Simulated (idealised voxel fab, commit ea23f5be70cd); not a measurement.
This section sets out a process module, namely voxel lift off.
We display cut, a cross-section 230 nm in width whose square cells are each 5 nm.
How to read a cross-section here: the picture is a grid of square cells, written as bands going from the top down, and any band can span one or more rows of cells. Heads up on the band format: heights come first, top then bottom, in nm. After that it's the materials left to right, each with its width in nm. A single material flagged "throughout" fills the whole band edge to edge, and "air" means there's empty space there. It should be noted that heights are counted from 0, beneath which the wafer as supplied is of one material throughout, and that the lowest band possesses no lower boundary but continues downward, as written in "0 down". Read "30->40" as a graded width: first number on top, second number at the bottom, same change between each pair of neighbouring rows. Where the words "no change occurred" appear for a step, the cross-section shows no cell changed by that step; every cell remained as before. This entry, "Fully sealed voids", enumerates those empty regions of no fewer than 8 cells that possess no open connection to the top. Each region is reported in the form width x height at distance, the distance being taken from the left edge, with all three quantities expressed in nm. What comes after the settings on a step's line is commentary from the simulator itself on that step. On any step carrying a mask, the "overlay nm" setting, if present on the step's line, tells how far right of its planned place the mask lay; negative values point to the left.
BELOW IS THE LIST OF PLANNED PROCESS STEPS
step 1: RECEIVE,material Si
step 2: CONFORMAL_DEP,material SiN,thk nm 5
step 3: PATTERN,tone open,mask id LINES,material resist,width nm 30,pitch nm 55,thk nm 15,overlay nm 0
step 4: DIRECTIONAL_DEP,material Ru,thk nm 5
step 5: STRIP,etch materials resist
step 6: CONFORMAL_DEP,material SiO2,thk nm 10
ON THE FIRST OF THE TWO WAFERS: RUN CONDUCTED ACCORDING TO PLAN
SHOWN IN CROSS-SECTION IS THE WAFER AS RECEIVED, THAT IS, AS IT STANDS AFTER STEP 1
0 down: Si throughout
Fully sealed voids: none
AFTER STEP 2, IN CROSS-SECTION
5 to 0: SiN throughout
below 0: unchanged
AFTER STEP 3, IN CROSS-SECTION
20 to 5: 45 resist, then 30 air, then 25 resist, then 30 air, then 25 resist, then 30 air, then 45 resist
below 5: unchanged
AFTER STEP 4, IN CROSS-SECTION
25 to 20: 45 Ru, then 30 air, then 25 Ru, then 30 air, then 25 Ru, then 30 air, then 45 Ru
20 to 10: 45 resist, then 30 air, then 25 resist, then 30 air, then 25 resist, then 30 air, then 45 resist
10 to 5: 45 resist, then 30 Ru, then 25 resist, then 30 Ru, then 25 resist, then 30 Ru, then 45 resist
below 5: unchanged
AFTER STEP 5, IN CROSS-SECTION
10 to 5: 45 air, then 30 Ru, then 25 air, then 30 Ru, then 25 air, then 30 Ru, then 45 air
below 5: unchanged
AFTER STEP 6, IN CROSS-SECTION
20 to 15: 35 air, then 50 SiO2, then 5 air, then 50 SiO2, then 5 air, then 50 SiO2, then 35 air
15 to 10: SiO2 throughout
10 to 5: 45 SiO2, then 30 Ru, then 25 SiO2, then 30 Ru, then 25 SiO2, then 30 Ru, then 45 SiO2
below 5: unchanged
HERE THE SECOND WAFER IS DESCRIBED. ITS START AND ITS PLAN WERE THOSE OF THE FIRST WAFER. ITS RUN CONTAINED ONE MISTAKE. UP TO AND INCLUDING STEP 3, IT DID EXACTLY WHAT THE FIRST WAFER DID
Second wafer at the planned finish of step 4, seen in cross-section: no change occurred
SECOND WAFER AT THE PLANNED FINISH OF STEP 5, SEEN IN CROSS-SECTION
5 to 0: SiN throughout
below 0: unchanged
SECOND WAFER AT THE PLANNED FINISH OF STEP 6, SEEN IN CROSS-SECTION
15 to 5: SiO2 throughout
below 5: unchanged
Here's what went sideways: step 4 of the plan was excluded from execution and never run
Looking at both finished wafers in cells, the second ends up ahead of or behind the first on some materials: -18 Ru; -12 SiO2
